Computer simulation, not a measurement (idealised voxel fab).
Process module, titled voxel transistor to metal
The cross-section shown here is cut; it is 160 nm wide and divided into square cells measuring 5 nm on a side.
In this document a cross-section is written as a grid of square cells. It is given as a series of bands, listed from the top down, and a band is one or more rows of cells. Look at the band entry: it leads with the top's height and the bottom's height in nm. Then it lists the materials left to right, with a width in nm for each. The word "everywhere" on a single material says that material fills the band edge to edge. The word "air" is empty space. Heights are expressed relative to 0, this being the level below which the as-received wafer comprises one material exclusively. The lowest band is unbounded in the downward direction and is denoted as in "top 0, no bottom". A width given as "30 to 40" starts at the first number in the band's top row and ends at the second number in its bottom row, shifting by an equal amount at every step from row to row. Key: "same as before" - step with no changed cell in the cross-section. So "Sealed-off cavities" is basically the list of trapped voids: any empty space of 8 cells or more that can't reach the top through an opening. They're written width x height at distance, the distance being from the left edge, and it's all nm. after a step's settings: what the simulator itself notes on the step. For masked steps, "overlay nm" on the step line gives how far right of plan the mask actually lay; a minus sign means it lay to the left.

**This section lists the process steps that were planned**
1,RECEIVE,material Si
2,OXIDIZE,depth nm 5
3,CONFORMAL_DEP,material SiN,thk nm 15
4,PATTERN,tone cover,mask id ACTIVE,material resist,width nm 120,thk nm 15,overlay nm 0
5,DIRECTIONAL_ETCH,etch materials SiN,depth nm 15
6,DIRECTIONAL_ETCH,etch materials SiO2,depth nm 5
7,DIRECTIONAL_ETCH,etch materials Si,depth nm 35
8,STRIP,etch materials resist
9,OXIDIZE,depth nm 5
10,FILL_DEP,material SiO2,thk nm 5
11,CMP,height nm 15
12,SELECTIVE_ETCH,etch materials SiO2,depth nm 5
13,STRIP,etch materials SiN
14,SELECTIVE_ETCH,etch materials SiO2,depth nm 5
15,OXIDIZE,depth nm 5
16,DIRECTIONAL_DEP,material polySi,thk nm 20
17,DIRECTIONAL_DEP,material SiCN,thk nm 10
18,MASKED_ETCH,tone cover,mask id GATE,width nm 30,etch materials SiCN,depth nm 20,overlay nm 0
19,MASKED_ETCH,tone cover,mask id GATE,width nm 30,etch materials polySi,depth nm 30,overlay nm 0
20,CONFORMAL_DEP,material SiO2,thk nm 5
21,DIRECTIONAL_ETCH,etch materials SiO2,depth nm 5
22,CONFORMAL_DEP,material SiN,thk nm 5
23,DIRECTIONAL_ETCH,etch materials SiN,depth nm 5
24,DIRECTIONAL_ETCH,etch materials SiO2,depth nm 5
25,DIRECTIONAL_ETCH,etch materials Si,depth nm 15
26,EPI,material SiGe,thk nm 20
27,FILL_DEP,material SiO2,thk nm 10
28,CMP,height nm 15
29,STRIP,etch materials polySi
30,SELECTIVE_ETCH,etch materials SiO2,depth nm 5
31,CONFORMAL_DEP,material HfO2,thk nm 5
32,CONFORMAL_DEP,material TiN,thk nm 5
33,FILL_DEP,material W,thk nm 10
34,CMP,height nm 10
35,DIRECTIONAL_DEP,material SiO2,thk nm 10
36,PATTERN,tone open,mask id CONTACT,material resist,width nm 20,pitch nm 90,thk nm 15,overlay nm 0
37,DIRECTIONAL_ETCH,etch materials SiO2,depth nm 25
38,STRIP,etch materials resist
39,CONFORMAL_DEP,material TiN,thk nm 5
40,FILL_DEP,material W,thk nm 5
41,CMP,height nm 20
42,DIRECTIONAL_DEP,material TiN,thk nm 5
43,DIRECTIONAL_DEP,material W,thk nm 20
44,PATTERN,tone cover,mask id METAL_1,material resist,width nm 20,pitch nm 90,thk nm 20,overlay nm 0
45,DIRECTIONAL_ETCH,etch materials W,depth nm 20
46,DIRECTIONAL_ETCH,etch materials TiN,depth nm 5
47,STRIP,etch materials resist
48,CONFORMAL_DEP,material SiN,thk nm 5
49,FILL_DEP,material SiO2,thk nm 10
50,CMP,height nm 45
51,CONFORMAL_DEP,material SiCN,thk nm 5
52,DIRECTIONAL_DEP,material SiO2,thk nm 35
53,PATTERN,tone open,mask id METAL_2_HOLES,material resist,width nm 15,pitch nm 90,thk nm 20,overlay nm 0
54,DIRECTIONAL_ETCH,etch materials SiO2,depth nm 35
55,STRIP,etch materials resist
56,PATTERN,tone open,mask id METAL_2,material resist,width nm 20,pitch nm 90,thk nm 15,overlay nm 0
57,DIRECTIONAL_ETCH,etch materials SiO2,depth nm 20
58,DIRECTIONAL_ETCH,etch materials SiCN,depth nm 5
59,STRIP,etch materials resist
60,CONFORMAL_DEP,material TiN,thk nm 5
61,FILL_DEP,material Cu,thk nm 10
62,CMP,height nm 85
63,CONFORMAL_DEP,material SiCN,thk nm 5

**So this is the incoming wafer in cross-section - it's already been through step 1**
> top 0, no bottom = Si everywhere
> Sealed-off cavities: none

**Cross-section at module end, one run error; start and plan unchanged from above**
> top 90, bottom 85 = SiCN everywhere
> top 85, bottom 70 = SiO2 25 nm; TiN 5 nm; Cu 10 nm; TiN 5 nm; SiO2 70 nm; TiN 5 nm; Cu 10 nm; TiN 5 nm; SiO2 25 nm
> top 70, bottom 65 = SiO2 25 nm; TiN 5 nm; Cu 5 nm; TiN 10 nm; SiO2 70 nm; TiN 5 nm; Cu 5 nm; TiN 10 nm; SiO2 25 nm
> top 65, bottom 50 = SiO2 25 nm; TiN 5 nm; Cu 5 nm; TiN 5 nm; SiO2 75 nm; TiN 5 nm; Cu 5 nm; TiN 5 nm; SiO2 30 nm
> top 50, bottom 45 = SiCN 25 nm; TiN 15 nm; SiCN 75 nm; TiN 15 nm; SiCN 30 nm
> top 45, bottom 25 = SiO2 20 nm; SiN 5 nm; W 20 nm; SiN 5 nm; SiO2 60 nm; SiN 5 nm; W 20 nm; SiN 5 nm; SiO2 20 nm
> top 25, bottom 20 = SiN 25 nm; TiN 20 nm; SiN 70 nm; TiN 20 nm; SiN 25 nm
> top 20, bottom 10 = SiO2 25 nm; TiN 5 nm; W 10 nm; TiN 5 nm; SiO2 70 nm; TiN 5 nm; W 10 nm; TiN 5 nm; SiO2 25 nm
> top 10, bottom 5 = SiO2 25 nm; TiN 5 nm; W 10 nm; TiN 5 nm; SiO2 10 nm; SiN 5 nm; HfO2 5 nm; TiN 30 nm; HfO2 5 nm; SiN 5 nm; SiO2 10 nm; TiN 5 nm; W 10 nm; TiN 5 nm; SiO2 25 nm
> top 5, bottom 0 = SiO2 15 nm; SiN 5 nm; SiO2 5 nm; TiN 5 nm; W 10 nm; TiN 5 nm; SiO2 15 nm; HfO2 40 nm; SiO2 15 nm; TiN 5 nm; W 10 nm; TiN 5 nm; SiO2 5 nm; SiN 5 nm; SiO2 15 nm
> top 0, bottom -5 = SiO2 15 nm; SiN 5 nm; SiO2 5 nm; TiN 20 nm; SiO2 70 nm; TiN 20 nm; SiO2 5 nm; SiN 5 nm; SiO2 15 nm
> top -5, bottom -25 = SiGe 15 nm; SiO2 130 nm; SiGe 15 nm
> top -25, bottom -45 = Si 15 nm; SiO2 130 nm; Si 15 nm
> top -45, no bottom = Si everywhere
> Sealed-off cavities: none
Error vs. plan: so step 4 ended up running with a different setting than we planned, it ran as PATTERN,tone open,mask id ACTIVE,material resist,width nm 120,thk nm 15,overlay nm 0
